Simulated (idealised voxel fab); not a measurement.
The following is a process module called voxel quadruple lines.
FYI the section here is cut, 215 nm wide, cells are 5 nm squares.
Reading order for cross-sections: top band down to bottom band. Underlying form: a grid of square cells. Band size: one or more rows of cells. Quick guide to a band line: top height, bottom height (nm) up front; then every material left to right with its width in nm. Only one material and it's marked "full width"? Then it fills the band edge to edge. And "blank" just means empty space. Convention: height 0 is the level below which the wafer, as received, is all one material. The lowest band does not terminate at the bottom but continues downward, represented as "from 0 down". Quick explanation for "30..40": the width changes in equal steps down the rows of cells, from the first number in the band's top row to the second number in its bottom row. "stayed the same" for a step: no cell of the cross-section changed in that step. The list in "Voids, sealed" covers empty spaces of 8 cells or more that cannot reach the top through any open way, and it gives each as width x height at distance; the distance is from the left edge, and width, height and distance are in nm. after a step's settings: what the simulator itself notes on the step. Each step line may optionally specify "overlay nm", which for a step with a mask gives the rightward distance between the mask's planned place and where it lay, a negative value indicating the leftward direction.

Process steps - plan:
step 1: op RECEIVE | material Si
step 2: op CONFORMAL_DEP | material Al2O3 | thk nm 5
step 3: op DIRECTIONAL_DEP | material TiN | thk nm 10
step 4: op DIRECTIONAL_DEP | material polySi | thk nm 15
step 5: op DIRECTIONAL_DEP | material aC | thk nm 20
step 6: op PATTERN | tone cover | mask id MANDREL | material resist | width nm 35 | pitch nm 100 | thk nm 25 | overlay nm 0
step 7: op DIRECTIONAL_ETCH | etch materials aC | depth nm 20
step 8: op STRIP | etch materials resist
step 9: op CONFORMAL_DEP | material SiO2 | thk nm 15
step 10: op DIRECTIONAL_ETCH | etch materials SiO2 | depth nm 15
step 11: op STRIP | etch materials aC
step 12: op DIRECTIONAL_ETCH | etch materials polySi | depth nm 15
step 13: op STRIP | etch materials SiO2
step 14: op CONFORMAL_DEP | material SiCN | thk nm 10
step 15: op DIRECTIONAL_ETCH | etch materials SiCN | depth nm 10
step 16: op STRIP | etch materials polySi
step 17: op DIRECTIONAL_ETCH | etch materials TiN | depth nm 10
step 18: op STRIP | etch materials SiCN
step 19: op FILL_DEP | material lowk | thk nm 10
step 20: op CMP | height nm 15

First of two wafers - as planned:

Incoming wafer, cross-sectional view, post step 1:
    from 0 down | Si full width
    Voids, sealed: none

After step 2: wafer cross-section:
    from 5 to 0 | Al2O3 full width
    Under 0: no change, same as before.

After step 3: wafer cross-section:
    from 15 to 5 | TiN full width
    Under 5: no change, same as before.

After step 4: wafer cross-section:
    from 30 to 15 | polySi full width
    Under 15: no change, same as before.

After step 5: wafer cross-section:
    from 50 to 30 | aC full width
    Under 30: no change, same as before.

After step 6: wafer cross-section:
    from 75 to 50 | 40 nm blank, 35 nm resist, 65 nm blank, 35 nm resist, 40 nm blank
    Under 50: no change, same as before.

After step 7: wafer cross-section:
    from 55 to 50 | 40 nm blank, 35 nm resist, 65 nm blank, 35 nm resist, 40 nm blank
    from 50 to 30 | 40 nm blank, 35 nm aC, 65 nm blank, 35 nm aC, 40 nm blank
    Under 30: no change, same as before.

After step 8: wafer cross-section:
    from 50 to 30 | 40 nm blank, 35 nm aC, 65 nm blank, 35 nm aC, 40 nm blank
    Under 30: no change, same as before.

After step 9: wafer cross-section:
    from 65 to 50 | 25 nm blank, 65 nm SiO2, 35 nm blank, 65 nm SiO2, 25 nm blank
    from 50 to 45 | 25 nm blank, 15 nm SiO2, 35 nm aC, 15 nm SiO2, 35 nm blank, 15 nm SiO2, 35 nm aC, 15 nm SiO2, 25 nm blank
    from 45 to 30 | 40 nm SiO2, 35 nm aC, 65 nm SiO2, 35 nm aC, 40 nm SiO2
    Under 30: no change, same as before.

After step 10: wafer cross-section:
    from 50 to 30 | 25 nm blank, 15 nm SiO2, 35 nm aC, 15 nm SiO2, 35 nm blank, 15 nm SiO2, 35 nm aC, 15 nm SiO2, 25 nm blank
    Under 30: no change, same as before.

After step 11: wafer cross-section:
    from 50 to 30 | 25 nm blank, 15 nm SiO2, 35 nm blank, 15 nm SiO2, 35 nm blank, 15 nm SiO2, 35 nm blank, 15 nm SiO2, 25 nm blank
    Under 30: no change, same as before.

After step 12: wafer cross-section:
    from 50 to 30 | 25 nm blank, 15 nm SiO2, 35 nm blank, 15 nm SiO2, 35 nm blank, 15 nm SiO2, 35 nm blank, 15 nm SiO2, 25 nm blank
    from 30 to 15 | 25 nm blank, 15 nm polySi, 35 nm blank, 15 nm polySi, 35 nm blank, 15 nm polySi, 35 nm blank, 15 nm polySi, 25 nm blank
    Under 15: no change, same as before.

After step 13: wafer cross-section:
    from 30 to 15 | 25 nm blank, 15 nm polySi, 35 nm blank, 15 nm polySi, 35 nm blank, 15 nm polySi, 35 nm blank, 15 nm polySi, 25 nm blank
    Under 15: no change, same as before.

After step 14: wafer cross-section:
    from 40 to 30 | 15 nm blank, 35 nm SiCN, 15 nm blank, 35 nm SiCN, 15 nm blank, 35 nm SiCN, 15 nm blank, 35 nm SiCN, 15 nm blank
    from 30 to 25 | 15 nm blank, 10 nm SiCN, 15 nm polySi, 10 nm SiCN, 15 nm blank, 10 nm SiCN, 15 nm polySi, 10 nm SiCN, 15 nm blank, 10 nm SiCN, 15 nm polySi, 10 nm SiCN, 15 nm blank, 10 nm SiCN, 15 nm polySi, 10 nm SiCN, 15 nm blank
    from 25 to 15 | 25 nm SiCN, 15 nm polySi, 35 nm SiCN, 15 nm polySi, 35 nm SiCN, 15 nm polySi, 35 nm SiCN, 15 nm polySi, 25 nm SiCN
    Under 15: no change, same as before.

After step 15: wafer cross-section:
    from 30 to 15 | 15 nm blank, 10 nm SiCN, 15 nm polySi, 10 nm SiCN, 15 nm blank, 10 nm SiCN, 15 nm polySi, 10 nm SiCN, 15 nm blank, 10 nm SiCN, 15 nm polySi, 10 nm SiCN, 15 nm blank, 10 nm SiCN, 15 nm polySi, 10 nm SiCN, 15 nm blank
    Under 15: no change, same as before.

After step 16: wafer cross-section:
    from 30 to 15 | 15 nm blank, 10 nm SiCN, 15 nm blank, 10 nm SiCN, 15 nm blank, 10 nm SiCN, 15 nm blank, 10 nm SiCN, 15 nm blank, 10 nm SiCN, 15 nm blank, 10 nm SiCN, 15 nm blank, 10 nm SiCN, 15 nm blank, 10 nm SiCN, 15 nm blank
    Under 15: no change, same as before.

After step 17: wafer cross-section:
    from 30 to 15 | 15 nm blank, 10 nm SiCN, 15 nm blank, 10 nm SiCN, 15 nm blank, 10 nm SiCN, 15 nm blank, 10 nm SiCN, 15 nm blank, 10 nm SiCN, 15 nm blank, 10 nm SiCN, 15 nm blank, 10 nm SiCN, 15 nm blank, 10 nm SiCN, 15 nm blank
    from 15 to 5 | 15 nm blank, 10 nm TiN, 15 nm blank, 10 nm TiN, 15 nm blank, 10 nm TiN, 15 nm blank, 10 nm TiN, 15 nm blank, 10 nm TiN, 15 nm blank, 10 nm TiN, 15 nm blank, 10 nm TiN, 15 nm blank, 10 nm TiN, 15 nm blank
    Under 5: no change, same as before.

After step 18: wafer cross-section:
    from 15 to 5 | 15 nm blank, 10 nm TiN, 15 nm blank, 10 nm TiN, 15 nm blank, 10 nm TiN, 15 nm blank, 10 nm TiN, 15 nm blank, 10 nm TiN, 15 nm blank, 10 nm TiN, 15 nm blank, 10 nm TiN, 15 nm blank, 10 nm TiN, 15 nm blank
    Under 5: no change, same as before.

After step 19: wafer cross-section:
    from 25 to 15 | lowk full width
    from 15 to 5 | 15 nm lowk, 10 nm TiN, 15 nm lowk, 10 nm TiN, 15 nm lowk, 10 nm TiN, 15 nm lowk, 10 nm TiN, 15 nm lowk, 10 nm TiN, 15 nm lowk, 10 nm TiN, 15 nm lowk, 10 nm TiN, 15 nm lowk, 10 nm TiN, 15 nm lowk
    Under 5: no change, same as before.

After step 20: wafer cross-section:
    from 15 to 5 | 15 nm lowk, 10 nm TiN, 15 nm lowk, 10 nm TiN, 15 nm lowk, 10 nm TiN, 15 nm lowk, 10 nm TiN, 15 nm lowk, 10 nm TiN, 15 nm lowk, 10 nm TiN, 15 nm lowk, 10 nm TiN, 15 nm lowk, 10 nm TiN, 15 nm lowk
    Under 5: no change, same as before.

second wafer: like start, like plan, one mistake. Through step 1 it matches the first wafer:

Cross-sectional view of the second wafer at the intended end time of process step 2:
    from 5 to 0 | polySi full width
    Under 0: no change, same as before.

Cross-sectional view of the second wafer at the intended end time of process step 3:
    from 15 to 5 | TiN full width
    Under 5: no change, same as before.

Cross-sectional view of the second wafer at the intended end time of process step 4:
    from 30 to 15 | polySi full width
    Under 15: no change, same as before.

Cross-sectional view of the second wafer at the intended end time of process step 5:
    from 50 to 30 | aC full width
    Under 30: no change, same as before.

Cross-sectional view of the second wafer at the intended end time of process step 6:
    from 75 to 50 | 40 nm blank, 35 nm resist, 65 nm blank, 35 nm resist, 40 nm blank
    Under 50: no change, same as before.

Cross-sectional view of the second wafer at the intended end time of process step 7:
    from 55 to 50 | 40 nm blank, 35 nm resist, 65 nm blank, 35 nm resist, 40 nm blank
    from 50 to 30 | 40 nm blank, 35 nm aC, 65 nm blank, 35 nm aC, 40 nm blank
    Under 30: no change, same as before.

Cross-sectional view of the second wafer at the intended end time of process step 8:
    from 50 to 30 | 40 nm blank, 35 nm aC, 65 nm blank, 35 nm aC, 40 nm blank
    Under 30: no change, same as before.

Cross-sectional view of the second wafer at the intended end time of process step 9:
    from 65 to 50 | 25 nm blank, 65 nm SiO2, 35 nm blank, 65 nm SiO2, 25 nm blank
    from 50 to 45 | 25 nm blank, 15 nm SiO2, 35 nm aC, 15 nm SiO2, 35 nm blank, 15 nm SiO2, 35 nm aC, 15 nm SiO2, 25 nm blank
    from 45 to 30 | 40 nm SiO2, 35 nm aC, 65 nm SiO2, 35 nm aC, 40 nm SiO2
    Under 30: no change, same as before.

Cross-sectional view of the second wafer at the intended end time of process step 10:
    from 50 to 30 | 25 nm blank, 15 nm SiO2, 35 nm aC, 15 nm SiO2, 35 nm blank, 15 nm SiO2, 35 nm aC, 15 nm SiO2, 25 nm blank
    Under 30: no change, same as before.

Cross-sectional view of the second wafer at the intended end time of process step 11:
    from 50 to 30 | 25 nm blank, 15 nm SiO2, 35 nm blank, 15 nm SiO2, 35 nm blank, 15 nm SiO2, 35 nm blank, 15 nm SiO2, 25 nm blank
    Under 30: no change, same as before.

Cross-sectional view of the second wafer at the intended end time of process step 12:
    from 50 to 30 | 25 nm blank, 15 nm SiO2, 35 nm blank, 15 nm SiO2, 35 nm blank, 15 nm SiO2, 35 nm blank, 15 nm SiO2, 25 nm blank
    from 30 to 15 | 25 nm blank, 15 nm polySi, 35 nm blank, 15 nm polySi, 35 nm blank, 15 nm polySi, 35 nm blank, 15 nm polySi, 25 nm blank
    Under 15: no change, same as before.

Cross-sectional view of the second wafer at the intended end time of process step 13:
    from 30 to 15 | 25 nm blank, 15 nm polySi, 35 nm blank, 15 nm polySi, 35 nm blank, 15 nm polySi, 35 nm blank, 15 nm polySi, 25 nm blank
    Under 15: no change, same as before.

Cross-sectional view of the second wafer at the intended end time of process step 14:
    from 40 to 30 | 15 nm blank, 35 nm SiCN, 15 nm blank, 35 nm SiCN, 15 nm blank, 35 nm SiCN, 15 nm blank, 35 nm SiCN, 15 nm blank
    from 30 to 25 | 15 nm blank, 10 nm SiCN, 15 nm polySi, 10 nm SiCN, 15 nm blank, 10 nm SiCN, 15 nm polySi, 10 nm SiCN, 15 nm blank, 10 nm SiCN, 15 nm polySi, 10 nm SiCN, 15 nm blank, 10 nm SiCN, 15 nm polySi, 10 nm SiCN, 15 nm blank
    from 25 to 15 | 25 nm SiCN, 15 nm polySi, 35 nm SiCN, 15 nm polySi, 35 nm SiCN, 15 nm polySi, 35 nm SiCN, 15 nm polySi, 25 nm SiCN
    Under 15: no change, same as before.

Cross-sectional view of the second wafer at the intended end time of process step 15:
    from 30 to 15 | 15 nm blank, 10 nm SiCN, 15 nm polySi, 10 nm SiCN, 15 nm blank, 10 nm SiCN, 15 nm polySi, 10 nm SiCN, 15 nm blank, 10 nm SiCN, 15 nm polySi, 10 nm SiCN, 15 nm blank, 10 nm SiCN, 15 nm polySi, 10 nm SiCN, 15 nm blank
    Under 15: no change, same as before.

Cross-sectional view of the second wafer at the intended end time of process step 16:
    from 30 to 15 | 15 nm blank, 10 nm SiCN, 15 nm blank, 10 nm SiCN, 15 nm blank, 10 nm SiCN, 15 nm blank, 10 nm SiCN, 15 nm blank, 10 nm SiCN, 15 nm blank, 10 nm SiCN, 15 nm blank, 10 nm SiCN, 15 nm blank, 10 nm SiCN, 15 nm blank
    Under 15: no change, same as before.

Cross-sectional view of the second wafer at the intended end time of process step 17:
    from 30 to 15 | 15 nm blank, 10 nm SiCN, 15 nm blank, 10 nm SiCN, 15 nm blank, 10 nm SiCN, 15 nm blank, 10 nm SiCN, 15 nm blank, 10 nm SiCN, 15 nm blank, 10 nm SiCN, 15 nm blank, 10 nm SiCN, 15 nm blank, 10 nm SiCN, 15 nm blank
    from 15 to 5 | 15 nm blank, 10 nm TiN, 15 nm blank, 10 nm TiN, 15 nm blank, 10 nm TiN, 15 nm blank, 10 nm TiN, 15 nm blank, 10 nm TiN, 15 nm blank, 10 nm TiN, 15 nm blank, 10 nm TiN, 15 nm blank, 10 nm TiN, 15 nm blank
    Under 5: no change, same as before.

Cross-sectional view of the second wafer at the intended end time of process step 18:
    from 15 to 5 | 15 nm blank, 10 nm TiN, 15 nm blank, 10 nm TiN, 15 nm blank, 10 nm TiN, 15 nm blank, 10 nm TiN, 15 nm blank, 10 nm TiN, 15 nm blank, 10 nm TiN, 15 nm blank, 10 nm TiN, 15 nm blank, 10 nm TiN, 15 nm blank
    Under 5: no change, same as before.

Cross-sectional view of the second wafer at the intended end time of process step 19:
    from 25 to 15 | lowk full width
    from 15 to 5 | 15 nm lowk, 10 nm TiN, 15 nm lowk, 10 nm TiN, 15 nm lowk, 10 nm TiN, 15 nm lowk, 10 nm TiN, 15 nm lowk, 10 nm TiN, 15 nm lowk, 10 nm TiN, 15 nm lowk, 10 nm TiN, 15 nm lowk, 10 nm TiN, 15 nm lowk
    Under 5: no change, same as before.

Cross-sectional view of the second wafer at the intended end time of process step 20:
    from 15 to 5 | 15 nm lowk, 10 nm TiN, 15 nm lowk, 10 nm TiN, 15 nm lowk, 10 nm TiN, 15 nm lowk, 10 nm TiN, 15 nm lowk, 10 nm TiN, 15 nm lowk, 10 nm TiN, 15 nm lowk, 10 nm TiN, 15 nm lowk, 10 nm TiN, 15 nm lowk
    Under 5: no change, same as before.
Processing error: in deviation from the planned setting, step 2 was conducted as op CONFORMAL_DEP | material polySi | thk nm 5
Counted in cells at the end, the second wafer holds more or fewer of these materials than the first: Al2O3: 43 fewer; polySi: 43 more
